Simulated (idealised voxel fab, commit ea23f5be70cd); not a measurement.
voxel self aligned contacts: a process module
We display cut, a cross-section 295 nm in width whose square cells are each 5 nm.
Reading order for cross-sections: top band down to bottom band. Underlying form: a grid of square cells. Band size: one or more rows of cells.
First you get the band's top height and its bottom height, in nm, and then the materials it's made of, left to right, with each width in nm. If you see a single material with "full width", that one covers the band edge to edge. "empty" is empty space.
Where do heights start? At 0: under that level the wafer as delivered is made of one material only. And the lowest band has no floor; it just carries on downward, as in "0 and below".
Quick explanation for "30 to 40": the width changes in equal steps down the rows of cells, from the first number in the band's top row to the second number in its bottom row.
Step marked "same as before"? Then no cell in the cross-section changed in it.
Empty spaces without an open route to the top, at least 8 cells in extent, make up the entry "Closed void listing"; each is given as width x height at distance, where the distance is measured from the left edge, and all are in nm.
Post-settings text on a step line: simulator's own remark regarding the step.
overlay nm: right-of-plan distance of the mask on a masked step; negative values mean left-of-plan.
Here's what the planned process steps look like:
1: RECEIVE (material Si)
2: OXIDIZE (depth nm 5)
3: DIRECTIONAL_DEP (material polySi; thk nm 30)
4: DIRECTIONAL_DEP (material SiN; thk nm 20)
5: PATTERN (tone cover; mask id GATE; material resist; width nm 30; pitch nm 65; thk nm 15; overlay nm 0)
6: DIRECTIONAL_ETCH (etch materials SiN; depth nm 20)
7: DIRECTIONAL_ETCH (etch materials polySi; depth nm 30)
8: STRIP (etch materials resist)
9: CONFORMAL_DEP (material SiN; thk nm 5)
10: DIRECTIONAL_ETCH (etch materials SiN; depth nm 5)
11: FILL_DEP (material SiO2; thk nm 15)
12: CMP (height nm 60)
13: PATTERN (tone open; mask id CONTACT; material resist; width nm 45; thk nm 20; overlay nm 0)
14: DIRECTIONAL_ETCH (etch materials SiO2; depth nm 65)
15: STRIP (etch materials resist)
16: CONFORMAL_DEP (material TiN; thk nm 5)
17: FILL_DEP (material Ru; thk nm 10)
18: CMP (height nm 60)
19: CONFORMAL_DEP (material SiCN; thk nm 5)
Cross-section of the wafer as it came to us, i.e., already through step 1:
0 and below: Si full width
Closed void listing: none
Wafer cross-section at module end: first of two, run to plan:
65 down to 60: SiCN full width
60 down to 50: 125 of SiO2 | 5 to 15 of TiN | 35 to 15 of Ru | 5 to 15 of TiN | 125 of SiO2
50 down to 30: 95 of SiO2 | 40 of SiN | 5 of TiN | 15 of Ru | 5 of TiN | 40 of SiN | 95 of SiO2
30 down to 0: 95 of SiO2 | 5 of SiN | 30 of polySi | 5 of SiN | 5 of TiN | 15 of Ru | 5 of TiN | 5 of SiN | 30 of polySi | 5 of SiN | 95 of SiO2
0 down to -5: 135 of SiO2 | 25 of TiN | 135 of SiO2
-5 and below: Si full width
Closed void listing: none
So this is wafer number two of the two, cut at the end of the module - it started where the first did and had the same plan, we just got one thing wrong running it:
65 down to 60: SiCN full width
60 down to 50: 125 of SiO2 | 5 to 15 of TiN | 35 to 15 of Ru | 5 to 15 of TiN | 125 of SiO2
50 down to 35: 95 of SiO2 | 40 of SiN | 5 of TiN | 15 of Ru | 5 of TiN | 40 of SiN | 95 of SiO2
35 down to 30: 95 of SiO2 | 40 of SiN | 25 of TiN | 40 of SiN | 95 of SiO2
30 down to 0: SiCN full width
0 down to -5: SiO2 full width
-5 and below: Si full width
Closed void listing: none
The plan and the run diverged here: heads up, step 3 didn't go per plan, it actually ran as DIRECTIONAL_DEP (material SiCN; thk nm 30)
It is noted that, at the conclusion of processing, the second wafer exhibits a higher or lower cell count for certain materials relative to the first: 21 fewer of Ru, 354 more of SiCN, 24 fewer of SiN, 223 fewer of SiO2, 14 fewer of TiN, 72 fewer of polySi
